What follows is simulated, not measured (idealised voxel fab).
Herein follows the process module entitled voxel transistor to metal.
cross-section cut | 300 nm wide | cells 5 nm
Bands, listed from the top down, are how a cross-section gets written in this document; the cross-section itself is a grid of square cells, and a band is one or more rows of them.
In this notation a band is specified by the heights of its top and bottom, in that order and in nm, after which its materials appear from left to right, each paired with its width in nm. The word "throughout" attached to a single material means that material fills the band from edge to edge; the word "air" stands for empty space.
Where do heights start? At 0: under that level the wafer as delivered is made of one material only. And the lowest band has no floor; it just carries on downward, as in "top 0, no bottom".
The notation "30..40" denotes a width that varies across the rows of cells in the band, beginning at the first number in the top row, finishing at the second number in the bottom row, and changing by an identical amount from each row to the next.
When a step is marked "no change", none of the cells in the cross-section changed during that step.
The label "Closed void catalog" introduces a list of the empty spaces, 8 cells or larger, that have no open way up to the top; each entry in it reads width x height at distance, where the distance is taken from the left edge and all three are stated in nm.
Past the settings on a step's line: simulator remark, on that step.
overlay nm: for a step with a mask, the amount by which the mask lay right of where it was planned; a negative amount means left of it.
These are the steps we planned for the process:
1 RECEIVE (material Si)
2 OXIDIZE (depth nm 5)
3 CONFORMAL_DEP (material SiN; thk nm 15)
4 MASKED_ETCH (tone cover; mask id ACTIVE; width nm 105; pitch nm 130; etch materials SiN; depth nm 15; overlay nm 0)
5 MASKED_ETCH (tone cover; mask id ACTIVE; width nm 105; pitch nm 130; etch materials SiO2; depth nm 5; overlay nm 0)
6 MASKED_ETCH (tone cover; mask id ACTIVE; width nm 105; pitch nm 130; etch materials Si; depth nm 20; overlay nm 0)
7 FILL_DEP (material SiO2; thk nm 10)
8 CMP (height nm 15)
9 SELECTIVE_ETCH (etch materials SiO2; depth nm 5)
10 STRIP (etch materials SiN)
11 SELECTIVE_ETCH (etch materials SiO2; depth nm 5)
12 OXIDIZE (depth nm 5)
13 DIRECTIONAL_DEP (material polySi; thk nm 30)
14 DIRECTIONAL_DEP (material SiCN; thk nm 10)
15 PATTERN (tone cover; mask id GATE; material resist; width nm 15; pitch nm 130; thk nm 20; overlay nm 0)
16 DIRECTIONAL_ETCH (etch materials SiCN; depth nm 20)
17 DIRECTIONAL_ETCH (etch materials polySi; depth nm 40)
18 STRIP (etch materials resist)
19 CONFORMAL_DEP (material SiN; thk nm 10)
20 DIRECTIONAL_ETCH (etch materials SiN; depth nm 10)
21 DIRECTIONAL_ETCH (etch materials SiO2; depth nm 5)
22 DIRECTIONAL_ETCH (etch materials Si; depth nm 10)
23 EPI (material SiGe; thk nm 15)
24 FILL_DEP (material SiO2; thk nm 10)
25 CMP (height nm 35)
26 DIRECTIONAL_DEP (material SiO2; thk nm 15)
27 PATTERN (tone open; mask id CONTACT; material resist; width nm 20; thk nm 20; overlay nm 0)
28 DIRECTIONAL_ETCH (etch materials SiO2; depth nm 45)
29 STRIP (etch materials resist)
30 CONFORMAL_DEP (material TiN; thk nm 5)
31 FILL_DEP (material W; thk nm 5)
32 CMP (height nm 50)
33 DIRECTIONAL_DEP (material TiN; thk nm 5)
34 DIRECTIONAL_DEP (material W; thk nm 20)
35 MASKED_ETCH (tone cover; mask id METAL_1; width nm 20; etch materials W; depth nm 20; overlay nm 0)
36 MASKED_ETCH (tone cover; mask id METAL_1; width nm 20; etch materials TiN; depth nm 5; overlay nm 0)
37 FILL_DEP (material SiO2; thk nm 5)
38 CMP (height nm 75)
39 CONFORMAL_DEP (material SiCN; thk nm 5)
40 DIRECTIONAL_DEP (material lowk; thk nm 30)
41 DIRECTIONAL_DEP (material aC; thk nm 10)
42 PATTERN (tone open; mask id METAL_2; material resist; width nm 20; pitch nm 130; thk nm 30; overlay nm 0)
43 DIRECTIONAL_ETCH (etch materials aC; depth nm 10)
44 STRIP (etch materials resist)
45 DIRECTIONAL_ETCH (etch materials lowk; depth nm 15)
46 STRIP (etch materials aC)
47 DIRECTIONAL_DEP (material aC; thk nm 10)
48 PATTERN (tone open; mask id METAL_2_HOLES; material resist; width nm 15; pitch nm 130; thk nm 25; overlay nm 0)
49 DIRECTIONAL_ETCH (etch materials aC; depth nm 10)
50 STRIP (etch materials resist)
51 DIRECTIONAL_ETCH (etch materials lowk; depth nm 15)
52 DIRECTIONAL_ETCH (etch materials SiCN; depth nm 5)
53 STRIP (etch materials aC)
54 CONFORMAL_DEP (material TiN; thk nm 5)
55 FILL_DEP (material Cu; thk nm 10)
56 CMP (height nm 110)
57 CONFORMAL_DEP (material SiCN; thk nm 5)
Account of the first of two wafers, which was processed as intended:
Step 1 complete: cross-section of the wafer as received:
	top 0, no bottom  Si throughout
	Closed void catalog: none
Cross-section of the wafer after step 2:
	top 0, bottom -5  SiO2 throughout
	Note: structure below -5 unchanged.
Cross-section of the wafer after step 3:
	top 15, bottom 0  SiN throughout
	Note: structure below 0 unchanged.
Cross-section of the wafer after step 4:
	top 15, bottom 0  air=30, SiN=105, air=25, SiN=105, air=35
	Note: structure below 0 unchanged.
Cross-section of the wafer after step 5:
	top 15, bottom 0  air=30, SiN=105, air=25, SiN=105, air=35
	top 0, bottom -5  air=30, SiO2=105, air=25, SiO2=105, air=35
	Note: structure below -5 unchanged.
Cross-section of the wafer after step 6:
	top 15, bottom 0  air=30, SiN=105, air=25, SiN=105, air=35
	top 0, bottom -5  air=30, SiO2=105, air=25, SiO2=105, air=35
	top -5, bottom -25  air=30, Si=105, air=25, Si=105, air=35
	Note: structure below -25 unchanged.
Cross-section of the wafer after step 7:
	top 25, bottom 15  SiO2 throughout
	top 15, bottom 0  SiO2=30, SiN=105, SiO2=25, SiN=105, SiO2=35
	top 0, bottom -5  SiO2 throughout
	top -5, bottom -25  SiO2=30, Si=105, SiO2=25, Si=105, SiO2=35
	Note: structure below -25 unchanged.
Cross-section of the wafer after step 8:
	top 15, bottom 0  SiO2=30, SiN=105, SiO2=25, SiN=105, SiO2=35
	Note: structure below 0 unchanged.
Cross-section of the wafer after step 9:
	top 15, bottom 10  air=30, SiN=105, air=25, SiN=105, air=35
	Note: structure below 10 unchanged.
Cross-section of the wafer after step 10:
	top 10, bottom 0  SiO2=30, air=105, SiO2=25, air=105, SiO2=35
	Note: structure below 0 unchanged.
Cross-section of the wafer after step 11:
	top 5, bottom -5  SiO2=25, air=115, SiO2=15, air=115, SiO2=30
	Note: structure below -5 unchanged.
Cross-section of the wafer after step 12:
	top 5, bottom -5  SiO2=25, air=115, SiO2=15, air=115, SiO2=30
	top -5, bottom -10  SiO2 throughout
	Note: structure below -10 unchanged.
Cross-section of the wafer after step 13:
	top 35, bottom 25  polySi=25, air=115, polySi=15, air=115, polySi=30
	top 25, bottom 5  polySi throughout
	top 5, bottom -5  SiO2=25, polySi=115, SiO2=15, polySi=115, SiO2=30
	Note: structure below -5 unchanged.
Cross-section of the wafer after step 14:
	top 45, bottom 35  SiCN=25, air=115, SiCN=15, air=115, SiCN=30
	top 35, bottom 25  polySi=25, SiCN=115, polySi=15, SiCN=115, polySi=30
	Note: structure below 25 unchanged.
Cross-section of the wafer after step 15:
	top 65, bottom 45  air=75, resist=15, air=115, resist=15, air=80
	top 45, bottom 35  SiCN=25, air=50, resist=15, air=50, SiCN=15, air=50, resist=15, air=50, SiCN=30
	Note: structure below 35 unchanged.
Cross-section of the wafer after step 16:
	top 65, bottom 35  air=75, resist=15, air=115, resist=15, air=80
	top 35, bottom 25  polySi=25, air=50, SiCN=15, air=50, polySi=15, air=50, SiCN=15, air=50, polySi=30
	Note: structure below 25 unchanged.
Cross-section of the wafer after step 17:
	top 65, bottom 35  air=75, resist=15, air=115, resist=15, air=80
	top 35, bottom 25  air=75, SiCN=15, air=115, SiCN=15, air=80
	top 25, bottom 5  air=75, polySi=15, air=115, polySi=15, air=80
	top 5, bottom -5  SiO2=25, air=50, polySi=15, air=50, SiO2=15, air=50, polySi=15, air=50, SiO2=30
	Note: structure below -5 unchanged.
Cross-section of the wafer after step 18:
	top 35, bottom 25  air=75, SiCN=15, air=115, SiCN=15, air=80
	Note: structure below 25 unchanged.
Cross-section of the wafer after step 19:
	top 45, bottom 35  air=65, SiN=35, air=95, SiN=35, air=70
	top 35, bottom 25  air=65, SiN=10, SiCN=15, SiN=10, air=95, SiN=10, SiCN=15, SiN=10, air=70
	top 25, bottom 15  air=65, SiN=10, polySi=15, SiN=10, air=95, SiN=10, polySi=15, SiN=10, air=70
	top 15, bottom 5  SiN=35, air=30, SiN=10, polySi=15, SiN=10, air=30, SiN=35, air=30, SiN=10, polySi=15, SiN=10, air=30, SiN=40
	top 5, bottom -5  SiO2=25, SiN=50, polySi=15, SiN=50, SiO2=15, SiN=50, polySi=15, SiN=50, SiO2=30
	Note: structure below -5 unchanged.
Cross-section of the wafer after step 20:
	top 35, bottom 25  air=65, SiN=10, SiCN=15, SiN=10, air=95, SiN=10, SiCN=15, SiN=10, air=70
	top 25, bottom 5  air=65, SiN=10, polySi=15, SiN=10, air=95, SiN=10, polySi=15, SiN=10, air=70
	top 5, bottom -5  SiO2=25, SiN=10, air=30, SiN=10, polySi=15, SiN=10, air=30, SiN=10, SiO2=15, SiN=10, air=30, SiN=10, polySi=15, SiN=10, air=30, SiN=10, SiO2=30
	Note: structure below -5 unchanged.
Cross-section of the wafer after step 21:
	top 35, bottom 25  air=65, SiN=10, SiCN=15, SiN=10, air=95, SiN=10, SiCN=15, SiN=10, air=70
	top 25, bottom 5  air=65, SiN=10, polySi=15, SiN=10, air=95, SiN=10, polySi=15, SiN=10, air=70
	top 5, bottom 0  air=25, SiN=10, air=30, SiN=10, polySi=15, SiN=10, air=30, SiN=10, air=15, SiN=10, air=30, SiN=10, polySi=15, SiN=10, air=30, SiN=10, air=30
	top 0, bottom -5  SiO2=25, SiN=10, air=30, SiN=10, polySi=15, SiN=10, air=30, SiN=10, SiO2=15, SiN=10, air=30, SiN=10, polySi=15, SiN=10, air=30, SiN=10, SiO2=30
	top -5, bottom -10  SiO2=35, air=30, SiO2=35, air=30, SiO2=35, air=30, SiO2=35, air=30, SiO2=40
	Note: structure below -10 unchanged.
Cross-section of the wafer after step 22:
	top 35, bottom 25  air=65, SiN=10, SiCN=15, SiN=10, air=95, SiN=10, SiCN=15, SiN=10, air=70
	top 25, bottom 5  air=65, SiN=10, polySi=15, SiN=10, air=95, SiN=10, polySi=15, SiN=10, air=70
	top 5, bottom 0  air=25, SiN=10, air=30, SiN=10, polySi=15, SiN=10, air=30, SiN=10, air=15, SiN=10, air=30, SiN=10, polySi=15, SiN=10, air=30, SiN=10, air=30
	top 0, bottom -5  SiO2=25, SiN=10, air=30, SiN=10, polySi=15, SiN=10, air=30, SiN=10, SiO2=15, SiN=10, air=30, SiN=10, polySi=15, SiN=10, air=30, SiN=10, SiO2=30
	top -5, bottom -10  SiO2=35, air=30, SiO2=35, air=30, SiO2=35, air=30, SiO2=35, air=30, SiO2=40
	top -10, bottom -20  SiO2=30, Si=5, air=30, Si=35, air=30, Si=5, SiO2=25, Si=5, air=30, Si=35, air=30, Si=5, SiO2=35
	Note: structure below -20 unchanged.
Cross-section of the wafer after step 23:
	top 35, bottom 25  air=65, SiN=10, SiCN=15, SiN=10, air=95, SiN=10, SiCN=15, SiN=10, air=70
	top 25, bottom 5  air=65, SiN=10, polySi=15, SiN=10, air=95, SiN=10, polySi=15, SiN=10, air=70
	top 5, bottom 0  air=25, SiN=10, SiGe=30, SiN=10, polySi=15, SiN=10, SiGe=30, SiN=10, air=15, SiN=10, SiGe=30, SiN=10, polySi=15, SiN=10, SiGe=30, SiN=10, air=30
	top 0, bottom -5  SiO2=25, SiN=10, SiGe=30, SiN=10, polySi=15, SiN=10, SiGe=30, SiN=10, SiO2=15, SiN=10, SiGe=30, SiN=10, polySi=15, SiN=10, SiGe=30, SiN=10, SiO2=30
	top -5, bottom -10  SiO2=35, SiGe=30, SiO2=35, SiGe=30, SiO2=35, SiGe=30, SiO2=35, SiGe=30, SiO2=40
	top -10, bottom -20  SiO2=30, Si=5, SiGe=30, Si=35, SiGe=30, Si=5, SiO2=25, Si=5, SiGe=30, Si=35, SiGe=30, Si=5, SiO2=35
	Note: structure below -20 unchanged.
Cross-section of the wafer after step 24:
	top 45, bottom 35  SiO2 throughout
	top 35, bottom 25  SiO2=65, SiN=10, SiCN=15, SiN=10, SiO2=95, SiN=10, SiCN=15, SiN=10, SiO2=70
	top 25, bottom 5  SiO2=65, SiN=10, polySi=15, SiN=10, SiO2=95, SiN=10, polySi=15, SiN=10, SiO2=70
	top 5, bottom -5  SiO2=25, SiN=10, SiGe=30, SiN=10, polySi=15, SiN=10, SiGe=30, SiN=10, SiO2=15, SiN=10, SiGe=30, SiN=10, polySi=15, SiN=10, SiGe=30, SiN=10, SiO2=30
	Note: structure below -5 unchanged.
Cross-section of the wafer after step 25:
	top 35, bottom 25  SiO2=65, SiN=10, SiCN=15, SiN=10, SiO2=95, SiN=10, SiCN=15, SiN=10, SiO2=70
	Note: structure below 25 unchanged.
Cross-section of the wafer after step 26:
	top 50, bottom 35  SiO2 throughout
	Note: structure below 35 unchanged.
Cross-section of the wafer after step 27:
	top 70, bottom 50  resist=35, air=20, resist=55, air=20, resist=35, air=20, resist=55, air=20, resist=40
	Note: structure below 50 unchanged.
Cross-section of the wafer after step 28:
	top 70, bottom 50  resist=35, air=20, resist=55, air=20, resist=35, air=20, resist=55, air=20, resist=40
	top 50, bottom 35  SiO2=35, air=20, SiO2=55, air=20, SiO2=35, air=20, SiO2=55, air=20, SiO2=40
	top 35, bottom 25  SiO2=35, air=20, SiO2=10, SiN=10, SiCN=15, SiN=10, SiO2=10, air=20, SiO2=35, air=20, SiO2=10, SiN=10, SiCN=15, SiN=10, SiO2=10, air=20, SiO2=40
	top 25, bottom 5  SiO2=35, air=20, SiO2=10, SiN=10, polySi=15, SiN=10, SiO2=10, air=20, SiO2=35, air=20, SiO2=10, SiN=10, polySi=15, SiN=10, SiO2=10, air=20, SiO2=40
	Note: structure below 5 unchanged.
Cross-section of the wafer after step 29:
	top 50, bottom 35  SiO2=35, air=20, SiO2=55, air=20, SiO2=35, air=20, SiO2=55, air=20, SiO2=40
	Note: structure below 35 unchanged.
Cross-section of the wafer after step 30:
	top 55, bottom 50  TiN=40, air=10, TiN=65, air=10, TiN=45, air=10, TiN=65, air=10, TiN=45
	top 50, bottom 35  SiO2=35, TiN=5, air=10, TiN=5, SiO2=55, TiN=5, air=10, TiN=5, SiO2=35, TiN=5, air=10, TiN=5, SiO2=55, TiN=5, air=10, TiN=5, SiO2=40
	top 35, bottom 25  SiO2=35, TiN=5, air=10, TiN=5, SiO2=10, SiN=10, SiCN=15, SiN=10, SiO2=10, TiN=5, air=10, TiN=5, SiO2=35, TiN=5, air=10, TiN=5, SiO2=10, SiN=10, SiCN=15, SiN=10, SiO2=10, TiN=5, air=10, TiN=5, SiO2=40
	top 25, bottom 10  SiO2=35, TiN=5, air=10, TiN=5, SiO2=10, SiN=10, polySi=15, SiN=10, SiO2=10, TiN=5, air=10, TiN=5, SiO2=35, TiN=5, air=10, TiN=5, SiO2=10, SiN=10, polySi=15, SiN=10, SiO2=10, TiN=5, air=10, TiN=5, SiO2=40
	top 10, bottom 5  SiO2=35, TiN=20, SiO2=10, SiN=10, polySi=15, SiN=10, SiO2=10, TiN=20, SiO2=35, TiN=20, SiO2=10, SiN=10, polySi=15, SiN=10, SiO2=10, TiN=20, SiO2=40
	Note: structure below 5 unchanged.
Cross-section of the wafer after step 31:
	top 60, bottom 55  W throughout
	top 55, bottom 50  TiN=40, W=10, TiN=65, W=10, TiN=45, W=10, TiN=65, W=10, TiN=45
	top 50, bottom 35  SiO2=35, TiN=5, W=10, TiN=5, SiO2=55, TiN=5, W=10, TiN=5, SiO2=35, TiN=5, W=10, TiN=5, SiO2=55, TiN=5, W=10, TiN=5, SiO2=40
	top 35, bottom 25  SiO2=35, TiN=5, W=10, TiN=5, SiO2=10, SiN=10, SiCN=15, SiN=10, SiO2=10, TiN=5, W=10, TiN=5, SiO2=35, TiN=5, W=10, TiN=5, SiO2=10, SiN=10, SiCN=15, SiN=10, SiO2=10, TiN=5, W=10, TiN=5, SiO2=40
	top 25, bottom 10  SiO2=35, TiN=5, W=10, TiN=5, SiO2=10, SiN=10, polySi=15, SiN=10, SiO2=10, TiN=5, W=10, TiN=5, SiO2=35, TiN=5, W=10, TiN=5, SiO2=10, SiN=10, polySi=15, SiN=10, SiO2=10, TiN=5, W=10, TiN=5, SiO2=40
	Note: structure below 10 unchanged.
Cross-section of the wafer after step 32:
	top 50, bottom 35  SiO2=35, TiN=5, W=10, TiN=5, SiO2=55, TiN=5, W=10, TiN=5, SiO2=35, TiN=5, W=10, TiN=5, SiO2=55, TiN=5, W=10, TiN=5, SiO2=40
	Note: structure below 35 unchanged.
Cross-section of the wafer after step 33:
	top 55, bottom 50  TiN throughout
	Note: structure below 50 unchanged.
Cross-section of the wafer after step 34:
	top 75, bottom 55  W throughout
	Note: structure below 55 unchanged.
Cross-section of the wafer after step 35:
	top 75, bottom 55  air=35, W=20, air=55, W=20, air=35, W=20, air=55, W=20, air=40
	Note: structure below 55 unchanged.
Cross-section of the wafer after step 36:
	top 75, bottom 55  air=35, W=20, air=55, W=20, air=35, W=20, air=55, W=20, air=40
	top 55, bottom 50  air=35, TiN=20, air=55, TiN=20, air=35, TiN=20, air=55, TiN=20, air=40
	Note: structure below 50 unchanged.
Cross-section of the wafer after step 37:
	top 80, bottom 75  SiO2 throughout
	top 75, bottom 55  SiO2=35, W=20, SiO2=55, W=20, SiO2=35, W=20, SiO2=55, W=20, SiO2=40
	top 55, bottom 50  SiO2=35, TiN=20, SiO2=55, TiN=20, SiO2=35, TiN=20, SiO2=55, TiN=20, SiO2=40
	Note: structure below 50 unchanged.
Cross-section of the wafer after step 38:
	top 75, bottom 55  SiO2=35, W=20, SiO2=55, W=20, SiO2=35, W=20, SiO2=55, W=20, SiO2=40
	Note: structure below 55 unchanged.
Cross-section of the wafer after step 39:
	top 80, bottom 75  SiCN throughout
	Note: structure below 75 unchanged.
Cross-section of the wafer after step 40:
	top 110, bottom 80  lowk throughout
	Note: structure below 80 unchanged.
Cross-section of the wafer after step 41:
	top 120, bottom 110  aC throughout
	Note: structure below 110 unchanged.
Cross-section of the wafer after step 42:
	top 150, bottom 120  resist=35, air=20, resist=110, air=20, resist=115
	Note: structure below 120 unchanged.
Cross-section of the wafer after step 43:
	top 140, bottom 120  resist=35, air=20, resist=110, air=20, resist=115
	top 120, bottom 110  aC=35, air=20, aC=110, air=20, aC=115
	Note: structure below 110 unchanged.
Cross-section of the wafer after step 44:
	top 120, bottom 110  aC=35, air=20, aC=110, air=20, aC=115
	Note: structure below 110 unchanged.
Cross-section of the wafer after step 45:
	top 120, bottom 110  aC=35, air=20, aC=110, air=20, aC=115
	top 110, bottom 95  lowk=35, air=20, lowk=110, air=20, lowk=115
	Note: structure below 95 unchanged.
Cross-section of the wafer after step 46:
	top 110, bottom 95  lowk=35, air=20, lowk=110, air=20, lowk=115
	Note: structure below 95 unchanged.
Cross-section of the wafer after step 47:
	top 120, bottom 110  aC=35, air=20, aC=110, air=20, aC=115
	top 110, bottom 105  lowk=35, air=20, lowk=110, air=20, lowk=115
	top 105, bottom 95  lowk=35, aC=20, lowk=110, aC=20, lowk=115
	Note: structure below 95 unchanged.
Cross-section of the wafer after step 48:
	top 145, bottom 120  resist=35, air=15, resist=115, air=15, resist=120
	top 120, bottom 110  aC=35, air=15, resist=5, aC=110, air=15, resist=5, aC=115
	top 110, bottom 105  lowk=35, air=15, resist=5, lowk=110, air=15, resist=5, lowk=115
	Note: structure below 105 unchanged.
Cross-section of the wafer after step 49:
	top 135, bottom 120  resist=35, air=15, resist=115, air=15, resist=120
	top 120, bottom 110  aC=35, air=15, resist=5, aC=110, air=15, resist=5, aC=115
	top 110, bottom 105  lowk=35, air=15, resist=5, lowk=110, air=15, resist=5, lowk=115
	top 105, bottom 95  lowk=35, air=15, aC=5, lowk=110, air=15, aC=5, lowk=115
	Note: structure below 95 unchanged.
Cross-section of the wafer after step 50:
	top 120, bottom 110  aC=35, air=20, aC=110, air=20, aC=115
	top 110, bottom 105  lowk=35, air=20, lowk=110, air=20, lowk=115
	Note: structure below 105 unchanged.
Cross-section of the wafer after step 51:
	top 120, bottom 110  aC=35, air=20, aC=110, air=20, aC=115
	top 110, bottom 105  lowk=35, air=20, lowk=110, air=20, lowk=115
	top 105, bottom 95  lowk=35, air=15, aC=5, lowk=110, air=15, aC=5, lowk=115
	top 95, bottom 80  lowk=35, air=15, lowk=115, air=15, lowk=120
	Note: structure below 80 unchanged.
Cross-section of the wafer after step 52:
	top 120, bottom 110  aC=35, air=20, aC=110, air=20, aC=115
	top 110, bottom 105  lowk=35, air=20, lowk=110, air=20, lowk=115
	top 105, bottom 95  lowk=35, air=15, aC=5, lowk=110, air=15, aC=5, lowk=115
	top 95, bottom 80  lowk=35, air=15, lowk=115, air=15, lowk=120
	top 80, bottom 75  SiCN=35, air=15, SiCN=115, air=15, SiCN=120
	Note: structure below 75 unchanged.
Cross-section of the wafer after step 53:
	top 110, bottom 95  lowk=35, air=20, lowk=110, air=20, lowk=115
	Note: structure below 95 unchanged.
Cross-section of the wafer after step 54:
	top 115, bottom 110  TiN=40, air=10, TiN=120, air=10, TiN=120
	top 110, bottom 100  lowk=35, TiN=5, air=10, TiN=5, lowk=110, TiN=5, air=10, TiN=5, lowk=115
	top 100, bottom 95  lowk=35, TiN=5, air=5, TiN=10, lowk=110, TiN=5, air=5, TiN=10, lowk=115
	top 95, bottom 80  lowk=35, TiN=5, air=5, TiN=5, lowk=115, TiN=5, air=5, TiN=5, lowk=120
	top 80, bottom 75  SiCN=35, TiN=15, SiCN=115, TiN=15, SiCN=120
	Note: structure below 75 unchanged.
Cross-section of the wafer after step 55:
	top 125, bottom 115  Cu throughout
	top 115, bottom 110  TiN=40, Cu=10, TiN=120, Cu=10, TiN=120
	top 110, bottom 100  lowk=35, TiN=5, Cu=10, TiN=5, lowk=110, TiN=5, Cu=10, TiN=5, lowk=115
	top 100, bottom 95  lowk=35, TiN=5, Cu=5, TiN=10, lowk=110, TiN=5, Cu=5, TiN=10, lowk=115
	top 95, bottom 80  lowk=35, TiN=5, Cu=5, TiN=5, lowk=115, TiN=5, Cu=5, TiN=5, lowk=120
	Note: structure below 80 unchanged.
Cross-section of the wafer after step 56:
	top 110, bottom 100  lowk=35, TiN=5, Cu=10, TiN=5, lowk=110, TiN=5, Cu=10, TiN=5, lowk=115
	Note: structure below 100 unchanged.
Cross-section of the wafer after step 57:
	top 115, bottom 110  SiCN throughout
	Note: structure below 110 unchanged.
It is to be noted that the second wafer proceeded from the same initial state and according to the same plan as the first, although one mistake was committed in its execution; through step 34, inclusive, the two wafers share an identical history:
Cross-sectional view of the second wafer at the intended end time of process step 35:
	top 75, bottom 55  air=30, W=30, air=45, W=30, air=25, W=30, air=45, W=30, air=35
	Note: structure below 55 unchanged.
Cross-sectional view of the second wafer at the intended end time of process step 36:
	top 75, bottom 55  air=30, W=30, air=45, W=30, air=25, W=30, air=45, W=30, air=35
	top 55, bottom 50  air=30, TiN=30, air=45, TiN=30, air=25, TiN=30, air=45, TiN=30, air=35
	Note: structure below 50 unchanged.
Cross-sectional view of the second wafer at the intended end time of process step 37:
	top 80, bottom 75  SiO2 throughout
	top 75, bottom 55  SiO2=30, W=30, SiO2=45, W=30, SiO2=25, W=30, SiO2=45, W=30, SiO2=35
	top 55, bottom 50  SiO2=30, TiN=30, SiO2=45, TiN=30, SiO2=25, TiN=30, SiO2=45, TiN=30, SiO2=35
	Note: structure below 50 unchanged.
Cross-sectional view of the second wafer at the intended end time of process step 38:
	top 75, bottom 55  SiO2=30, W=30, SiO2=45, W=30, SiO2=25, W=30, SiO2=45, W=30, SiO2=35
	Note: structure below 55 unchanged.
Cross-sectional view of the second wafer at the intended end time of process step 39:
	top 80, bottom 75  SiCN throughout
	Note: structure below 75 unchanged.
Cross-sectional view of the second wafer at the intended end time of process step 40:
	top 110, bottom 80  lowk throughout
	Note: structure below 80 unchanged.
Cross-sectional view of the second wafer at the intended end time of process step 41:
	top 120, bottom 110  aC throughout
	Note: structure below 110 unchanged.
Cross-sectional view of the second wafer at the intended end time of process step 42:
	top 150, bottom 120  resist=35, air=20, resist=110, air=20, resist=115
	Note: structure below 120 unchanged.
Cross-sectional view of the second wafer at the intended end time of process step 43:
	top 140, bottom 120  resist=35, air=20, resist=110, air=20, resist=115
	top 120, bottom 110  aC=35, air=20, aC=110, air=20, aC=115
	Note: structure below 110 unchanged.
Cross-sectional view of the second wafer at the intended end time of process step 44:
	top 120, bottom 110  aC=35, air=20, aC=110, air=20, aC=115
	Note: structure below 110 unchanged.
Cross-sectional view of the second wafer at the intended end time of process step 45:
	top 120, bottom 110  aC=35, air=20, aC=110, air=20, aC=115
	top 110, bottom 95  lowk=35, air=20, lowk=110, air=20, lowk=115
	Note: structure below 95 unchanged.
Cross-sectional view of the second wafer at the intended end time of process step 46:
	top 110, bottom 95  lowk=35, air=20, lowk=110, air=20, lowk=115
	Note: structure below 95 unchanged.
Cross-sectional view of the second wafer at the intended end time of process step 47:
	top 120, bottom 110  aC=35, air=20, aC=110, air=20, aC=115
	top 110, bottom 105  lowk=35, air=20, lowk=110, air=20, lowk=115
	top 105, bottom 95  lowk=35, aC=20, lowk=110, aC=20, lowk=115
	Note: structure below 95 unchanged.
Cross-sectional view of the second wafer at the intended end time of process step 48:
	top 145, bottom 120  resist=35, air=15, resist=115, air=15, resist=120
	top 120, bottom 110  aC=35, air=15, resist=5, aC=110, air=15, resist=5, aC=115
	top 110, bottom 105  lowk=35, air=15, resist=5, lowk=110, air=15, resist=5, lowk=115
	Note: structure below 105 unchanged.
Cross-sectional view of the second wafer at the intended end time of process step 49:
	top 135, bottom 120  resist=35, air=15, resist=115, air=15, resist=120
	top 120, bottom 110  aC=35, air=15, resist=5, aC=110, air=15, resist=5, aC=115
	top 110, bottom 105  lowk=35, air=15, resist=5, lowk=110, air=15, resist=5, lowk=115
	top 105, bottom 95  lowk=35, air=15, aC=5, lowk=110, air=15, aC=5, lowk=115
	Note: structure below 95 unchanged.
Cross-sectional view of the second wafer at the intended end time of process step 50:
	top 120, bottom 110  aC=35, air=20, aC=110, air=20, aC=115
	top 110, bottom 105  lowk=35, air=20, lowk=110, air=20, lowk=115
	Note: structure below 105 unchanged.
Cross-sectional view of the second wafer at the intended end time of process step 51:
	top 120, bottom 110  aC=35, air=20, aC=110, air=20, aC=115
	top 110, bottom 105  lowk=35, air=20, lowk=110, air=20, lowk=115
	top 105, bottom 95  lowk=35, air=15, aC=5, lowk=110, air=15, aC=5, lowk=115
	top 95, bottom 80  lowk=35, air=15, lowk=115, air=15, lowk=120
	Note: structure below 80 unchanged.
Cross-sectional view of the second wafer at the intended end time of process step 52:
	top 120, bottom 110  aC=35, air=20, aC=110, air=20, aC=115
	top 110, bottom 105  lowk=35, air=20, lowk=110, air=20, lowk=115
	top 105, bottom 95  lowk=35, air=15, aC=5, lowk=110, air=15, aC=5, lowk=115
	top 95, bottom 80  lowk=35, air=15, lowk=115, air=15, lowk=120
	top 80, bottom 75  SiCN=35, air=15, SiCN=115, air=15, SiCN=120
	Note: structure below 75 unchanged.
Cross-sectional view of the second wafer at the intended end time of process step 53:
	top 110, bottom 95  lowk=35, air=20, lowk=110, air=20, lowk=115
	Note: structure below 95 unchanged.
Cross-sectional view of the second wafer at the intended end time of process step 54:
	top 115, bottom 110  TiN=40, air=10, TiN=120, air=10, TiN=120
	top 110, bottom 100  lowk=35, TiN=5, air=10, TiN=5, lowk=110, TiN=5, air=10, TiN=5, lowk=115
	top 100, bottom 95  lowk=35, TiN=5, air=5, TiN=10, lowk=110, TiN=5, air=5, TiN=10, lowk=115
	top 95, bottom 80  lowk=35, TiN=5, air=5, TiN=5, lowk=115, TiN=5, air=5, TiN=5, lowk=120
	top 80, bottom 75  SiCN=35, TiN=15, SiCN=115, TiN=15, SiCN=120
	Note: structure below 75 unchanged.
Cross-sectional view of the second wafer at the intended end time of process step 55:
	top 125, bottom 115  Cu throughout
	top 115, bottom 110  TiN=40, Cu=10, TiN=120, Cu=10, TiN=120
	top 110, bottom 100  lowk=35, TiN=5, Cu=10, TiN=5, lowk=110, TiN=5, Cu=10, TiN=5, lowk=115
	top 100, bottom 95  lowk=35, TiN=5, Cu=5, TiN=10, lowk=110, TiN=5, Cu=5, TiN=10, lowk=115
	top 95, bottom 80  lowk=35, TiN=5, Cu=5, TiN=5, lowk=115, TiN=5, Cu=5, TiN=5, lowk=120
	Note: structure below 80 unchanged.
Cross-sectional view of the second wafer at the intended end time of process step 56:
	top 110, bottom 100  lowk=35, TiN=5, Cu=10, TiN=5, lowk=110, TiN=5, Cu=10, TiN=5, lowk=115
	Note: structure below 100 unchanged.
Cross-sectional view of the second wafer at the intended end time of process step 57:
	top 115, bottom 110  SiCN throughout
	Note: structure below 110 unchanged.
Where did the run depart from the plan? step 35 went in with a setting other than planned; the actual run was MASKED_ETCH (tone cover; mask id METAL_1; width nm 30; etch materials W; depth nm 20; overlay nm 0)
Final comparison by cell count, materials where the second wafer has more or fewer than the first: SiO2: 40 fewer | TiN: 8 more | W: 32 more
